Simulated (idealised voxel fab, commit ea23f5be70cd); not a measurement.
process module | voxel self aligned contacts
cross-section cut | 205 nm wide | cells 5 nm
A cross-section is a grid of square cells, given in bands from the top down. A band is one or more rows of cells.
Each band's line starts with the height of the band's top and of its bottom, in nm. Then come its materials from left to right, each with its width in nm. One material with "throughout" fills the band from edge to edge. "air" is empty space.
Height 0 is the level under which the wafer as received is all one material. The lowest band goes on downwards, as in "0 down".
A width such as "30 to 40" changes by the same amount from each row of cells to the next, from the band's top row to its bottom row.
"no change" after a step means that no cell of the cross-section changed.
closed voids: empty space of 8 cells or more with no open way to the top, each as width x height at its distance from the left edge, in nm
after a step's settings: what the simulator itself notes on the step
overlay nm, on a step with a mask: how far to the right of its planned place the mask lay; to the left if negative
plan
1 op RECEIVE | material Si
2 op OXIDIZE | depth nm 5
3 op DIRECTIONAL_DEP | material polySi | thk nm 20
4 op DIRECTIONAL_DEP | material SiN | thk nm 25
5 op MASKED_ETCH | tone cover | mask id GATE | width nm 30 | pitch nm 65 | etch materials SiN | depth nm 25 | overlay nm 0
6 op MASKED_ETCH | tone cover | mask id GATE | width nm 30 | pitch nm 65 | etch materials polySi | depth nm 20 | overlay nm 0
7 op CONFORMAL_DEP | material SiN | thk nm 10
8 op DIRECTIONAL_ETCH | etch materials SiN | depth nm 10
9 op FILL_DEP | material SiO2 | thk nm 20
10 op CMP | height nm 55
11 op DIRECTIONAL_DEP | material aC | thk nm 15
12 op PATTERN | tone open | mask id CONTACT | material resist | width nm 45 | thk nm 30 | overlay nm 0
13 op DIRECTIONAL_ETCH | etch materials aC | depth nm 15
14 op STRIP | etch materials resist
15 op DIRECTIONAL_ETCH | etch materials SiO2 | depth nm 60
16 op STRIP | etch materials aC
17 op CONFORMAL_DEP | material TiN | thk nm 5
18 op FILL_DEP | material Ru | thk nm 5
19 op CMP | height nm 55
20 op CONFORMAL_DEP | material SiCN | thk nm 5
as received, after step 1
  0 down: Si throughout
  closed voids: none
a wafer at the end: this start, this plan, one mistake
  60 to 55: SiCN throughout
  55 to 45: SiO2 80 | TiN 5 to 20 | Ru 35 to 10 | TiN 5 to 15 | SiO2 80
  45 to 25: SiO2 50 | SiN 45 | TiN 5 | Ru 10 | TiN 5 | SiN 45 | SiO2 45
  25 to 20: SiO2 50 | SiN 45 | TiN 5 | Ru 5 | TiN 10 | SiN 45 | SiO2 45
  20 to 0: SiO2 45 | SiN 10 | polySi 30 | SiN 10 | TiN 5 | Ru 5 | TiN 5 | SiN 10 | polySi 30 | SiN 10 | SiO2 45
  0 to -5: SiO2 95 | TiN 15 | SiO2 95
  -5 down: Si throughout
  closed voids: none
what went wrong: step 5 ran as: op MASKED_ETCH | tone cover | mask id GATE | width nm 25 | pitch nm 65 | etch materials SiN | depth nm 25 | overlay nm 0
